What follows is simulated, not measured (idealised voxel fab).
process module | voxel capacitor over wiring
cross-section cut | 235 nm wide | cells 5 nm
A cross-section is a grid of square cells, given in bands from the top down. A band is one or more rows of cells.
Each band's line starts with the height of the band's top and of its bottom, in nm. Then come its materials from left to right, each with its width in nm. One material with "throughout" fills the band from edge to edge. "air" is empty space.
Height 0 is the level under which the wafer as received is all one material. The lowest band goes on downwards, as in "0 down".
A width such as "30 to 40" changes by the same amount from each row of cells to the next, from the band's top row to its bottom row.
"no change" after a step means that no cell of the cross-section changed.
closed voids: empty space of 8 cells or more with no open way to the top, each as width x height at its distance from the left edge, in nm
after a step's settings: what the simulator itself notes on the step
overlay nm, on a step with a mask: how far to the right of its planned place the mask lay; to the left if negative
plan
1 op RECEIVE | material Si
2 op CONFORMAL_DEP | material SiO2 | thk nm 10
3 op DIRECTIONAL_DEP | material TiN | thk nm 5
4 op DIRECTIONAL_DEP | material Ru | thk nm 25
5 op DIRECTIONAL_DEP | material aC | thk nm 10
6 op PATTERN | tone cover | mask id METAL_1 | material resist | width nm 30 | pitch nm 90 | thk nm 25 | overlay nm 0
7 op DIRECTIONAL_ETCH | etch materials aC | depth nm 10
8 op STRIP | etch materials resist
9 op DIRECTIONAL_ETCH | etch materials Ru | depth nm 25
10 op DIRECTIONAL_ETCH | etch materials TiN | depth nm 5
11 op STRIP | etch materials aC
12 op CONFORMAL_DEP | material SiN | thk nm 5
13 op FILL_DEP | material SiO2 | thk nm 5
14 op CMP | height nm 40
15 op CONFORMAL_DEP | material SiCN | thk nm 5
16 op DIRECTIONAL_DEP | material lowk | thk nm 10
17 op DIRECTIONAL_DEP | material aC | thk nm 10
18 op PATTERN | tone open | mask id PLUG_1 | material resist | width nm 15 | thk nm 25 | overlay nm 0
19 op DIRECTIONAL_ETCH | etch materials aC | depth nm 10
20 op STRIP | etch materials resist
21 op DIRECTIONAL_ETCH | etch materials lowk | depth nm 10
22 op DIRECTIONAL_ETCH | etch materials SiCN | depth nm 5
23 op STRIP | etch materials aC
24 op EPI | material Ru | thk nm 10
25 op EPI | material Ru | thk nm 5
26 op DIRECTIONAL_DEP | material TiN | thk nm 10
27 op DIRECTIONAL_DEP | material Al2O3 | thk nm 5
28 op DIRECTIONAL_DEP | material TiN | thk nm 10
29 op PATTERN | tone cover | mask id UPPER_PLATE | material resist | width nm 65 | thk nm 20 | overlay nm 0
30 op DIRECTIONAL_ETCH | etch materials TiN | depth nm 10
31 op DIRECTIONAL_ETCH | etch materials Al2O3 | depth nm 5
32 op STRIP | etch materials resist
33 op DIRECTIONAL_DEP | material aC | thk nm 15
34 op PATTERN | tone cover | mask id LOWER_PLATE | material resist | width nm 75 | thk nm 35 | overlay nm 0
35 op DIRECTIONAL_ETCH | etch materials aC | depth nm 15
36 op STRIP | etch materials resist
37 op DIRECTIONAL_ETCH | etch materials TiN | depth nm 10
38 op STRIP | etch materials aC
39 op FILL_DEP | material SiO2 | thk nm 15
40 op CMP | height nm 90
41 op MASKED_ETCH | tone open | mask id PLUG_2 | width nm 15 | etch materials SiO2 | depth nm 10 | overlay nm 0
42 op CONFORMAL_DEP | material TiN | thk nm 5
43 op FILL_DEP | material W | thk nm 5
44 op CMP | height nm 90
45 op CONFORMAL_DEP | material SiCN | thk nm 5
as received, after step 1
  0 down: Si throughout
  closed voids: none
a wafer at the end: this start, this plan, one mistake
  95 to 90: SiCN throughout
  90 to 85: SiO2 80 | TiN 5 | W 5 | TiN 5 | SiO2 140
  85 to 80: SiO2 80 | TiN 15 | SiO2 140
  80 to 70: SiO2 70 | TiN 65 | SiO2 100
  70 to 65: SiO2 70 | Al2O3 65 | SiO2 100
  65 to 55: SiO2 70 | TiN 70 | SiO2 95
  55 to 45: lowk 70 | Ru 15 | lowk 150
  45 to 40: SiCN 70 | Ru 15 | SiCN 150
  40 to 15: SiO2 50 | SiN 5 | Ru 30 | SiN 5 | SiO2 50 | SiN 5 | Ru 30 | SiN 5 | SiO2 55
  15 to 10: SiN 55 | TiN 30 | SiN 60 | TiN 30 | SiN 60
  10 to 0: SiO2 throughout
  0 down: Si throughout
  closed voids: none
what went wrong: step 34 ran as: op PATTERN | tone cover | mask id LOWER_PLATE | material resist | width nm 70 | thk nm 35 | overlay nm 0
